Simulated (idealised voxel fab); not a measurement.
The process module that follows is named voxel wiring stack.
Each square cell in cross-section cut measures 5 nm, and the section as a whole is 190 nm wide.
Cross-section format: a grid of square cells, given as bands from top to bottom; each band is one or more rows of cells.
This entry defines a band. It first specifies the height of the band's top and the height of its bottom in nm, and then specifies the band's materials from left to right, stating each material with its width in nm. The word "edge to edge" identifies a single material that fills the band from edge to edge, while the word "air" identifies empty space.
A quick word on heights: they are counted from 0, and under that level the wafer as it came to us is one material throughout. The lowest band is different from the rest in having no bottom; it simply continues downward, written as in "0 and below".
The two numbers in a width such as "30 to 40" mark its ends across the band: the first belongs to the top row of cells, the second to the bottom row, and from each row to the next the width moves by the same amount.
A step reported as "left unchanged" is a step in which no cell of the cross-section changed.
Basically, "Unvented cavities" tells you about the enclosed voids: empty spaces with no open way to the top, 8 cells or bigger, each written width x height at distance, where distance is from the left edge, all in nm.
If you see something after the settings on a step's line, that's the simulator's own remark about that step.
overlay nm: mask right of planned place by this much (step with mask). Neg. = left.

Planned process steps:
1,RECEIVE with material Si
2,CONFORMAL_DEP with material SiO2, thk nm 10
3,CONFORMAL_DEP with material SiN, thk nm 5
4,DIRECTIONAL_DEP with material lowk, thk nm 15
5,DIRECTIONAL_DEP with material aC, thk nm 10
6,PATTERN with tone open, mask id METAL_1, material resist, width nm 30, pitch nm 60, thk nm 30, overlay nm 0
7,DIRECTIONAL_ETCH with etch materials aC, depth nm 10
8,STRIP with etch materials resist
9,DIRECTIONAL_ETCH with etch materials lowk, depth nm 15
10,DIRECTIONAL_ETCH with etch materials SiN, depth nm 5
11,STRIP with etch materials aC
12,CONFORMAL_DEP with material TiN, thk nm 5
13,FILL_DEP with material Cu, thk nm 10
14,CMP with height nm 30
15,EPI with material Ru, thk nm 5
16,FILL_DEP with material SiCN, thk nm 5
17,DIRECTIONAL_DEP with material SiO2, thk nm 15
18,PATTERN with tone open, mask id PLUG_1, material resist, width nm 15, pitch nm 60, thk nm 20, overlay nm 0
19,DIRECTIONAL_ETCH with etch materials SiO2, depth nm 15
20,DIRECTIONAL_ETCH with etch materials SiCN, depth nm 5
21,STRIP with etch materials resist
22,CONFORMAL_DEP with material TiN, thk nm 5
23,FILL_DEP with material Ru, thk nm 10
24,CMP with height nm 55
25,DIRECTIONAL_DEP with material TiN, thk nm 5
26,DIRECTIONAL_DEP with material W, thk nm 20
27,MASKED_ETCH with tone cover, mask id METAL_2, width nm 30, pitch nm 60, etch materials W, depth nm 20, overlay nm 0
28,MASKED_ETCH with tone cover, mask id METAL_2, width nm 30, pitch nm 60, etch materials TiN, depth nm 5, overlay nm 0
29,FILL_DEP with material SiO2, thk nm 5
30,CMP with height nm 80
31,CONFORMAL_DEP with material SiCN, thk nm 5

Cross-section of the wafer upon arrival, representing the state reached after step 1:
  0 and below  Si edge to edge
  Unvented cavities: none

Figure: cross-sectional view of the wafer upon completion of the module, processed from the initial state and according to the plan depicted above, with one error introduced during execution:
  85 down to 80  SiCN edge to edge
  80 down to 60  20 of SiO2 / 30 of W / 30 of SiO2 / 30 of W / 30 of SiO2 / 30 of W / 20 of SiO2
  60 down to 55  20 of SiO2 / 30 of TiN / 30 of SiO2 / 30 of TiN / 30 of SiO2 / 30 of TiN / 20 of SiO2
  55 down to 50  25 of TiN / 5 of Ru / 55 of TiN / 5 of Ru / 55 of TiN / 5 of Ru / 40 of TiN
  50 down to 40  20 of SiO2 / 5 of TiN / 5 of Ru / 5 of TiN / 45 of SiO2 / 5 of TiN / 5 of Ru / 5 of TiN / 45 of SiO2 / 5 of TiN / 5 of Ru / 5 of TiN / 35 of SiO2
  40 down to 35  20 of SiCN / 15 of TiN / 45 of SiCN / 15 of TiN / 45 of SiCN / 15 of TiN / 35 of SiCN
  35 down to 30  15 of SiCN / 40 of Ru / 20 of SiCN / 40 of Ru / 20 of SiCN / 40 of Ru / 15 of SiCN
  30 down to 15  20 of lowk / 5 of TiN / 20 of Cu / 5 of TiN / 30 of lowk / 5 of TiN / 20 of Cu / 5 of TiN / 30 of lowk / 5 of TiN / 20 of Cu / 5 of TiN / 20 of lowk
  15 down to 10  20 of SiN / 30 of TiN / 30 of SiN / 30 of TiN / 30 of SiN / 30 of TiN / 20 of SiN
  10 down to 0  SiO2 edge to edge
  0 and below  Si edge to edge
  Unvented cavities: none
Short version of what went wrong: the process deviated at step 17: the operation and settings actually run there were DIRECTIONAL_DEP with material SiO2, thk nm 10
